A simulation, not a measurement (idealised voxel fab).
voxel self aligned vias: a process module
Cross-section cut: width 180 nm, square cells of 5 nm.
Just so we're on the same page, the cross-sections are grids of square cells, and they're listed out in bands top to bottom, each band one or more rows deep. Each band's line starts with the height of the band's top and of its bottom, in nm. Then come its materials from left to right, each with its width in nm. One material with "all across" fills the band from edge to edge. "blank" is empty space. Below 0: as-received wafer, all one material; heights counted from there. Lowest band: no bottom, goes on down, written "0 down". Read "30->40" as a graded width: first number on top, second number at the bottom, same change between each pair of neighbouring rows. It should be understood that the words "remained the same", when stated for a given step, signify that the cross-section underwent no change in any of its cells during that step. The entry titled "Closed void table" provides the empty spaces that have no open way to the top, restricted to those of 8 cells or more. Each is presented as width x height at distance, the distance being measured from the left edge, with all three in nm. If you see something after the settings on a step's line, that's the simulator's own remark about that step. overlay nm: mask right of planned place by this much (step with mask). Neg. = left.
THE PLANNED PROCESS STEPS ARE ENUMERATED HEREUNDER
1. RECEIVE (material Si)
2. CONFORMAL_DEP (material SiO2; thk nm 10)
3. CONFORMAL_DEP (material SiCN; thk nm 5)
4. DIRECTIONAL_DEP (material lowk; thk nm 25)
5. DIRECTIONAL_DEP (material aC; thk nm 15)
6. PATTERN (tone open; mask id LINES; material resist; width nm 30; pitch nm 55; thk nm 30; overlay nm 0)
7. DIRECTIONAL_ETCH (etch materials aC; depth nm 15)
8. STRIP (etch materials resist)
9. DIRECTIONAL_ETCH (etch materials lowk; depth nm 25)
10. STRIP (etch materials aC)
11. CONFORMAL_DEP (material TiN; thk nm 5)
12. FILL_DEP (material Ru; thk nm 5)
13. CMP (height nm 40)
14. SELECTIVE_ETCH (etch materials W Ru TiN; depth nm 10)
15. FILL_DEP (material SiN; thk nm 5)
16. CMP (height nm 40)
17. DIRECTIONAL_DEP (material lowk; thk nm 20)
18. DIRECTIONAL_DEP (material aC; thk nm 10)
19. PATTERN (tone open; mask id VIAS; material resist; width nm 40; pitch nm 55; thk nm 30; overlay nm 0)
20. DIRECTIONAL_ETCH (etch materials aC; depth nm 10)
21. STRIP (etch materials resist)
22. DIRECTIONAL_ETCH (etch materials lowk; depth nm 20)
23. DIRECTIONAL_ETCH (etch materials SiN; depth nm 10)
24. STRIP (etch materials aC)
25. CONFORMAL_DEP (material TiN; thk nm 5)
26. FILL_DEP (material Cu; thk nm 5)
27. CMP (height nm 60)
28. CONFORMAL_DEP (material SiCN; thk nm 5)
FIRST WAFER OUT OF TWO, PROCESSED AS PLANNED
THIS IS THE CROSS-SECTION OF THE WAFER AS WE RECEIVED IT, I.E. AFTER STEP 1
> 0 down = Si all across
> Closed void table: none
THE FOLLOWING CROSS-SECTION DEPICTS THE WAFER UPON COMPLETION OF STEP 2
> 10 to 0 = SiO2 all across
> Below a height of 0, the structure has not been altered.
THE FOLLOWING CROSS-SECTION DEPICTS THE WAFER UPON COMPLETION OF STEP 3
> 15 to 10 = SiCN all across
> Below a height of 10, the structure has not been altered.
THE FOLLOWING CROSS-SECTION DEPICTS THE WAFER UPON COMPLETION OF STEP 4
> 40 to 15 = lowk all across
> Below a height of 15, the structure has not been altered.
THE FOLLOWING CROSS-SECTION DEPICTS THE WAFER UPON COMPLETION OF STEP 5
> 55 to 40 = aC all across
> Below a height of 40, the structure has not been altered.
THE FOLLOWING CROSS-SECTION DEPICTS THE WAFER UPON COMPLETION OF STEP 6
> 85 to 55 = resist: 45  blank: 30  resist: 25  blank: 30  resist: 50
> Below a height of 55, the structure has not been altered.
THE FOLLOWING CROSS-SECTION DEPICTS THE WAFER UPON COMPLETION OF STEP 7
> 70 to 55 = resist: 45  blank: 30  resist: 25  blank: 30  resist: 50
> 55 to 40 = aC: 45  blank: 30  aC: 25  blank: 30  aC: 50
> Below a height of 40, the structure has not been altered.
THE FOLLOWING CROSS-SECTION DEPICTS THE WAFER UPON COMPLETION OF STEP 8
> 55 to 40 = aC: 45  blank: 30  aC: 25  blank: 30  aC: 50
> Below a height of 40, the structure has not been altered.
THE FOLLOWING CROSS-SECTION DEPICTS THE WAFER UPON COMPLETION OF STEP 9
> 55 to 40 = aC: 45  blank: 30  aC: 25  blank: 30  aC: 50
> 40 to 15 = lowk: 45  blank: 30  lowk: 25  blank: 30  lowk: 50
> Below a height of 15, the structure has not been altered.
THE FOLLOWING CROSS-SECTION DEPICTS THE WAFER UPON COMPLETION OF STEP 10
> 40 to 15 = lowk: 45  blank: 30  lowk: 25  blank: 30  lowk: 50
> Below a height of 15, the structure has not been altered.
THE FOLLOWING CROSS-SECTION DEPICTS THE WAFER UPON COMPLETION OF STEP 11
> 45 to 40 = TiN: 50  blank: 20  TiN: 35  blank: 20  TiN: 55
> 40 to 20 = lowk: 45  TiN: 5  blank: 20  TiN: 5  lowk: 25  TiN: 5  blank: 20  TiN: 5  lowk: 50
> 20 to 15 = lowk: 45  TiN: 30  lowk: 25  TiN: 30  lowk: 50
> Below a height of 15, the structure has not been altered.
THE FOLLOWING CROSS-SECTION DEPICTS THE WAFER UPON COMPLETION OF STEP 12
> 50 to 45 = Ru all across
> 45 to 40 = TiN: 50  Ru: 20  TiN: 35  Ru: 20  TiN: 55
> 40 to 20 = lowk: 45  TiN: 5  Ru: 20  TiN: 5  lowk: 25  TiN: 5  Ru: 20  TiN: 5  lowk: 50
> Below a height of 20, the structure has not been altered.
THE FOLLOWING CROSS-SECTION DEPICTS THE WAFER UPON COMPLETION OF STEP 13
> 40 to 20 = lowk: 45  TiN: 5  Ru: 20  TiN: 5  lowk: 25  TiN: 5  Ru: 20  TiN: 5  lowk: 50
> Below a height of 20, the structure has not been altered.
THE FOLLOWING CROSS-SECTION DEPICTS THE WAFER UPON COMPLETION OF STEP 14
> 40 to 30 = lowk: 45  blank: 30  lowk: 25  blank: 30  lowk: 50
> Below a height of 30, the structure has not been altered.
THE FOLLOWING CROSS-SECTION DEPICTS THE WAFER UPON COMPLETION OF STEP 15
> 45 to 40 = SiN all across
> 40 to 30 = lowk: 45  SiN: 30  lowk: 25  SiN: 30  lowk: 50
> Below a height of 30, the structure has not been altered.
THE FOLLOWING CROSS-SECTION DEPICTS THE WAFER UPON COMPLETION OF STEP 16
> 40 to 30 = lowk: 45  SiN: 30  lowk: 25  SiN: 30  lowk: 50
> Below a height of 30, the structure has not been altered.
THE FOLLOWING CROSS-SECTION DEPICTS THE WAFER UPON COMPLETION OF STEP 17
> 60 to 40 = lowk all across
> Below a height of 40, the structure has not been altered.
THE FOLLOWING CROSS-SECTION DEPICTS THE WAFER UPON COMPLETION OF STEP 18
> 70 to 60 = aC all across
> Below a height of 60, the structure has not been altered.
THE FOLLOWING CROSS-SECTION DEPICTS THE WAFER UPON COMPLETION OF STEP 19
> 100 to 70 = resist: 40  blank: 40  resist: 15  blank: 40  resist: 45
> Below a height of 70, the structure has not been altered.
THE FOLLOWING CROSS-SECTION DEPICTS THE WAFER UPON COMPLETION OF STEP 20
> 90 to 70 = resist: 40  blank: 40  resist: 15  blank: 40  resist: 45
> 70 to 60 = aC: 40  blank: 40  aC: 15  blank: 40  aC: 45
> Below a height of 60, the structure has not been altered.
THE FOLLOWING CROSS-SECTION DEPICTS THE WAFER UPON COMPLETION OF STEP 21
> 70 to 60 = aC: 40  blank: 40  aC: 15  blank: 40  aC: 45
> Below a height of 60, the structure has not been altered.
THE FOLLOWING CROSS-SECTION DEPICTS THE WAFER UPON COMPLETION OF STEP 22
> 70 to 60 = aC: 40  blank: 40  aC: 15  blank: 40  aC: 45
> 60 to 40 = lowk: 40  blank: 40  lowk: 15  blank: 40  lowk: 45
> Below a height of 40, the structure has not been altered.
THE FOLLOWING CROSS-SECTION DEPICTS THE WAFER UPON COMPLETION OF STEP 23
> 70 to 60 = aC: 40  blank: 40  aC: 15  blank: 40  aC: 45
> 60 to 40 = lowk: 40  blank: 40  lowk: 15  blank: 40  lowk: 45
> 40 to 30 = lowk: 45  blank: 30  lowk: 25  blank: 30  lowk: 50
> Below a height of 30, the structure has not been altered.
THE FOLLOWING CROSS-SECTION DEPICTS THE WAFER UPON COMPLETION OF STEP 24
> 60 to 40 = lowk: 40  blank: 40  lowk: 15  blank: 40  lowk: 45
> Below a height of 40, the structure has not been altered.
THE FOLLOWING CROSS-SECTION DEPICTS THE WAFER UPON COMPLETION OF STEP 25
> 65 to 60 = TiN: 45  blank: 30  TiN: 25  blank: 30  TiN: 50
> 60 to 45 = lowk: 40  TiN: 5  blank: 30  TiN: 5  lowk: 15  TiN: 5  blank: 30  TiN: 5  lowk: 45
> 45 to 35 = lowk: 40->45  TiN: 10->5  blank: 20  TiN: 10->5  lowk: 15->25  TiN: 10->5  blank: 20  TiN: 10->5  lowk: 45->50
> 35 to 30 = lowk: 45  TiN: 30  lowk: 25  TiN: 30  lowk: 50
> Below a height of 30, the structure has not been altered.
THE FOLLOWING CROSS-SECTION DEPICTS THE WAFER UPON COMPLETION OF STEP 26
> 70 to 65 = Cu all across
> 65 to 60 = TiN: 45  Cu: 30  TiN: 25  Cu: 30  TiN: 50
> 60 to 45 = lowk: 40  TiN: 5  Cu: 30  TiN: 5  lowk: 15  TiN: 5  Cu: 30  TiN: 5  lowk: 45
> 45 to 35 = lowk: 40->45  TiN: 10->5  Cu: 20  TiN: 10->5  lowk: 15->25  TiN: 10->5  Cu: 20  TiN: 10->5  lowk: 45->50
> Below a height of 35, the structure has not been altered.
THE FOLLOWING CROSS-SECTION DEPICTS THE WAFER UPON COMPLETION OF STEP 27
> 60 to 45 = lowk: 40  TiN: 5  Cu: 30  TiN: 5  lowk: 15  TiN: 5  Cu: 30  TiN: 5  lowk: 45
> Below a height of 45, the structure has not been altered.
THE FOLLOWING CROSS-SECTION DEPICTS THE WAFER UPON COMPLETION OF STEP 28
> 65 to 60 = SiCN all across
> Below a height of 60, the structure has not been altered.
OKAY, SECOND WAFER. NOTHING DIFFERENT AT THE START, NOTHING DIFFERENT IN THE PLAN, JUST ONE MISTAKE SOMEWHERE IN THE RUNNING. AS FAR AS STEP 5, COUNTING THAT STEP, IT'S THE FIRST WAFER ALL OVER AGAIN
X-SECTION, SECOND WAFER, WHEN STEP 6 WAS DUE TO FINISH
> 85 to 55 = blank: 45  resist: 30  blank: 25  resist: 30  blank: 50
> Below a height of 55, the structure has not been altered.
X-SECTION, SECOND WAFER, WHEN STEP 7 WAS DUE TO FINISH
> 70 to 55 = blank: 45  resist: 30  blank: 25  resist: 30  blank: 50
> 55 to 40 = blank: 45  aC: 30  blank: 25  aC: 30  blank: 50
> Below a height of 40, the structure has not been altered.
X-SECTION, SECOND WAFER, WHEN STEP 8 WAS DUE TO FINISH
> 55 to 40 = blank: 45  aC: 30  blank: 25  aC: 30  blank: 50
> Below a height of 40, the structure has not been altered.
X-SECTION, SECOND WAFER, WHEN STEP 9 WAS DUE TO FINISH
> 55 to 40 = blank: 45  aC: 30  blank: 25  aC: 30  blank: 50
> 40 to 15 = blank: 45  lowk: 30  blank: 25  lowk: 30  blank: 50
> Below a height of 15, the structure has not been altered.
X-SECTION, SECOND WAFER, WHEN STEP 10 WAS DUE TO FINISH
> 40 to 15 = blank: 45  lowk: 30  blank: 25  lowk: 30  blank: 50
> Below a height of 15, the structure has not been altered.
X-SECTION, SECOND WAFER, WHEN STEP 11 WAS DUE TO FINISH
> 45 to 40 = blank: 40  TiN: 40  blank: 15  TiN: 40  blank: 45
> 40 to 20 = blank: 40  TiN: 5  lowk: 30  TiN: 5  blank: 15  TiN: 5  lowk: 30  TiN: 5  blank: 45
> 20 to 15 = TiN: 45  lowk: 30  TiN: 25  lowk: 30  TiN: 50
> Below a height of 15, the structure has not been altered.
X-SECTION, SECOND WAFER, WHEN STEP 12 WAS DUE TO FINISH
> 50 to 45 = Ru all across
> 45 to 40 = Ru: 40  TiN: 40  Ru: 15  TiN: 40  Ru: 45
> 40 to 20 = Ru: 40  TiN: 5  lowk: 30  TiN: 5  Ru: 15  TiN: 5  lowk: 30  TiN: 5  Ru: 45
> Below a height of 20, the structure has not been altered.
X-SECTION, SECOND WAFER, WHEN STEP 13 WAS DUE TO FINISH
> 40 to 20 = Ru: 40  TiN: 5  lowk: 30  TiN: 5  Ru: 15  TiN: 5  lowk: 30  TiN: 5  Ru: 45
> Below a height of 20, the structure has not been altered.
X-SECTION, SECOND WAFER, WHEN STEP 14 WAS DUE TO FINISH
> 40 to 30 = blank: 45  lowk: 30  blank: 25  lowk: 30  blank: 50
> Below a height of 30, the structure has not been altered.
X-SECTION, SECOND WAFER, WHEN STEP 15 WAS DUE TO FINISH
> 45 to 40 = SiN all across
> 40 to 30 = SiN: 45  lowk: 30  SiN: 25  lowk: 30  SiN: 50
> Below a height of 30, the structure has not been altered.
X-SECTION, SECOND WAFER, WHEN STEP 16 WAS DUE TO FINISH
> 40 to 30 = SiN: 45  lowk: 30  SiN: 25  lowk: 30  SiN: 50
> Below a height of 30, the structure has not been altered.
X-SECTION, SECOND WAFER, WHEN STEP 17 WAS DUE TO FINISH
> 60 to 40 = lowk all across
> Below a height of 40, the structure has not been altered.
X-SECTION, SECOND WAFER, WHEN STEP 18 WAS DUE TO FINISH
> 70 to 60 = aC all across
> Below a height of 60, the structure has not been altered.
X-SECTION, SECOND WAFER, WHEN STEP 19 WAS DUE TO FINISH
> 100 to 70 = resist: 40  blank: 40  resist: 15  blank: 40  resist: 45
> Below a height of 70, the structure has not been altered.
X-SECTION, SECOND WAFER, WHEN STEP 20 WAS DUE TO FINISH
> 90 to 70 = resist: 40  blank: 40  resist: 15  blank: 40  resist: 45
> 70 to 60 = aC: 40  blank: 40  aC: 15  blank: 40  aC: 45
> Below a height of 60, the structure has not been altered.
X-SECTION, SECOND WAFER, WHEN STEP 21 WAS DUE TO FINISH
> 70 to 60 = aC: 40  blank: 40  aC: 15  blank: 40  aC: 45
> Below a height of 60, the structure has not been altered.
X-SECTION, SECOND WAFER, WHEN STEP 22 WAS DUE TO FINISH
> 70 to 60 = aC: 40  blank: 40  aC: 15  blank: 40  aC: 45
> 60 to 40 = lowk: 40  blank: 40  lowk: 15  blank: 40  lowk: 45
> Below a height of 40, the structure has not been altered.
X-SECTION, SECOND WAFER, WHEN STEP 23 WAS DUE TO FINISH
> 70 to 60 = aC: 40  blank: 40  aC: 15  blank: 40  aC: 45
> 60 to 40 = lowk: 40  blank: 40  lowk: 15  blank: 40  lowk: 45
> 40 to 30 = SiN: 40  blank: 5  lowk: 30  blank: 5  SiN: 15  blank: 5  lowk: 30  blank: 5  SiN: 45
> Below a height of 30, the structure has not been altered.
X-SECTION, SECOND WAFER, WHEN STEP 24 WAS DUE TO FINISH
> 60 to 40 = lowk: 40  blank: 40  lowk: 15  blank: 40  lowk: 45
> Below a height of 40, the structure has not been altered.
X-SECTION, SECOND WAFER, WHEN STEP 25 WAS DUE TO FINISH
> 65 to 60 = TiN: 45  blank: 30  TiN: 25  blank: 30  TiN: 50
> 60 to 45 = lowk: 40  TiN: 5  blank: 30  TiN: 5  lowk: 15  TiN: 5  blank: 30  TiN: 5  lowk: 45
> 45 to 40 = lowk: 40  TiN: 40  lowk: 15  TiN: 40  lowk: 45
> 40 to 30 = SiN: 40  TiN: 5  lowk: 30  TiN: 5  SiN: 15  TiN: 5  lowk: 30  TiN: 5  SiN: 45
> Below a height of 30, the structure has not been altered.
X-SECTION, SECOND WAFER, WHEN STEP 26 WAS DUE TO FINISH
> 70 to 65 = Cu all across
> 65 to 60 = TiN: 45  Cu: 30  TiN: 25  Cu: 30  TiN: 50
> 60 to 45 = lowk: 40  TiN: 5  Cu: 30  TiN: 5  lowk: 15  TiN: 5  Cu: 30  TiN: 5  lowk: 45
> Below a height of 45, the structure has not been altered.
X-SECTION, SECOND WAFER, WHEN STEP 27 WAS DUE TO FINISH
> 60 to 45 = lowk: 40  TiN: 5  Cu: 30  TiN: 5  lowk: 15  TiN: 5  Cu: 30  TiN: 5  lowk: 45
> Below a height of 45, the structure has not been altered.
X-SECTION, SECOND WAFER, WHEN STEP 28 WAS DUE TO FINISH
> 65 to 60 = SiCN all across
> Below a height of 60, the structure has not been altered.
Finding, execution versus plan: note that step 6 departed from the planned setting and was carried out as PATTERN (tone cover; mask id LINES; material resist; width nm 30; pitch nm 55; thk nm 30; overlay nm 0)
Wafer comparison, final, in cells, second relative to first, materials more or fewer: 16 fewer of Cu; 24 more of Ru; 40 more of SiN; 12 more of TiN; 60 fewer of lowk
